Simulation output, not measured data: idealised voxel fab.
Process module under the name voxel gate over fins
Cross-section cut spans 295 nm and uses square cells 5 nm in size.
Cross-section spec: square-cell grid; bands listed top down; each band is one or more rows. Basically the band line says how high the top is and how high the bottom is, in nm, and then what's in it from left to right, every material with its width in nm. Empty space shows up as "empty", and if a single material carries "all across" it runs the full band edge to edge. Convention: height 0 is the level below which the wafer, as received, is all one material. The lowest band does not terminate at the bottom but continues downward, represented as "z 0 and below". Width spec "30..40" -> top row of cells at first value, bottom row at second value, equal per-row change in between. Step note "changes: none" = no cross-section cell changed. Any empty space of 8 cells or more lacking an open way to the top shows up in "Enclosed cavity list" as width x height at distance, distance from the left edge, in nm. Heads up: the bit after the settings on a step's line is the simulator's remark on that step. overlay nm: how far to the right of its planned place the mask lay on this masked step (negative: to the left).
The following list gives the planned process steps:
| 1 | RECEIVE, material Si |
| 2 | CONFORMAL_DEP, material SiN, thk nm 10 |
| 3 | MASKED_ETCH, tone cover, mask id FINS, width nm 15, pitch nm 40, etch materials SiN, depth nm 10, overlay nm 0 |
| 4 | MASKED_ETCH, tone cover, mask id FINS, width nm 15, pitch nm 40, etch materials Si, depth nm 35, overlay nm 0 |
| 5 | FILL_DEP, material SiO2, thk nm 15 |
| 6 | CMP, height nm 10 |
| 7 | SELECTIVE_ETCH, etch materials SiO2, depth nm 25 |
| 8 | STRIP, etch materials SiN |
| 9 | CONFORMAL_DEP, material HfO2, thk nm 5 |
| 10 | CONFORMAL_DEP, material TiN, thk nm 5 |
| 11 | CONFORMAL_DEP, material TiAl, thk nm 5 |
| 12 | CONFORMAL_DEP, material TiN, thk nm 5 |
| 13 | FILL_DEP, material W, thk nm 10 |
| 14 | CMP, height nm 25 |
| 15 | CONFORMAL_DEP, material SiCN, thk nm 5 |
For clarity, it should be stated that the wafers under discussion commence in an identical condition and differ with respect to the width nm of step 3, the plan indicating the value that the first wafer had.
Cross-sectional view of the first of several wafers in the as-received condition, corresponding to the state following step 1:
- z 0 and below = Si all across
- Enclosed cavity list: none
End-of-module cross-section, first of several wafers, after last step 15:
- z 30 to 25 = SiCN all across
- z 25 to 20 = W all across
- z 20 to 15 = W=80, then TiN=135, then W=80
- z 15 to 10 = W=80, then TiN=5, then TiAl=125, then TiN=5, then W=80
- z 10 to 5 = W=80, then TiN=5, then TiAl=5, then TiN=35, then TiAl=5, then TiN=35, then TiAl=5, then TiN=35, then TiAl=5, then TiN=5, then W=80
- z 5 to 0 = TiN=85, then TiAl=5, then TiN=5, then HfO2=25, then TiN=5, then TiAl=5, then TiN=5, then HfO2=25, then TiN=5, then TiAl=5, then TiN=5, then HfO2=25, then TiN=5, then TiAl=5, then TiN=85
- z 0 to -5 = TiAl=90, then TiN=5, then HfO2=5, then Si=15, then HfO2=5, then TiN=5, then TiAl=5, then TiN=5, then HfO2=5, then Si=15, then HfO2=5, then TiN=5, then TiAl=5, then TiN=5, then HfO2=5, then Si=15, then HfO2=5, then TiN=5, then TiAl=90
- z -5 to -10 = TiN=95, then HfO2=5, then Si=15, then HfO2=5, then TiN=15, then HfO2=5, then Si=15, then HfO2=5, then TiN=15, then HfO2=5, then Si=15, then HfO2=5, then TiN=95
- z -10 to -15 = HfO2=100, then Si=15, then HfO2=25, then Si=15, then HfO2=25, then Si=15, then HfO2=100
- z -15 to -35 = SiO2=100, then Si=15, then SiO2=25, then Si=15, then SiO2=25, then Si=15, then SiO2=100
- z -35 and below = Si all across
- Enclosed cavity list: none
Last-wafer cross-section at the end of the module:
- z 30 to 25 = SiCN all across
- z 25 to 20 = W all across
- z 20 to 15 = W=75, then TiN=145, then W=75
- z 15 to 10 = W=75, then TiN=5, then TiAl=135, then TiN=5, then W=75
- z 10 to 5 = W=75, then TiN=5, then TiAl=5, then TiN=125, then TiAl=5, then TiN=5, then W=75
- z 5 to 0 = TiN=80, then TiAl=5, then TiN=5, then HfO2=35, then TiN=5, then HfO2=35, then TiN=5, then HfO2=35, then TiN=5, then TiAl=5, then TiN=80
- z 0 to -5 = TiAl=85, then TiN=5, then HfO2=5, then Si=25, then HfO2=5, then TiN=5, then HfO2=5, then Si=25, then HfO2=5, then TiN=5, then HfO2=5, then Si=25, then HfO2=5, then TiN=5, then TiAl=85
- z -5 to -10 = TiN=90, then HfO2=5, then Si=25, then HfO2=5, then TiN=5, then HfO2=5, then Si=25, then HfO2=5, then TiN=5, then HfO2=5, then Si=25, then HfO2=5, then TiN=90
- z -10 to -15 = HfO2=95, then Si=25, then HfO2=15, then Si=25, then HfO2=15, then Si=25, then HfO2=95
- z -15 to -35 = SiO2=95, then Si=25, then SiO2=15, then Si=25, then SiO2=15, then Si=25, then SiO2=95
- z -35 and below = Si all across
- Enclosed cavity list: none
Gained (+) or lost (-) cells of each material since receipt, then closed voids: one row per wafer, at the end of the module:
width nm 15; +77 HfO2; -350 Si; +59 SiCN; +200 SiO2; +71 TiAl; +142 TiN; +155 W; Enclosed cavity list: none
width nm 20; +77 HfO2; -329 Si; +59 SiCN; +188 SiO2; +65 TiAl; +142 TiN; +152 W; Enclosed cavity list: none
width nm 25; +77 HfO2; -308 Si; +59 SiCN; +176 SiO2; +65 TiAl; +136 TiN; +149 W; Enclosed cavity list: none
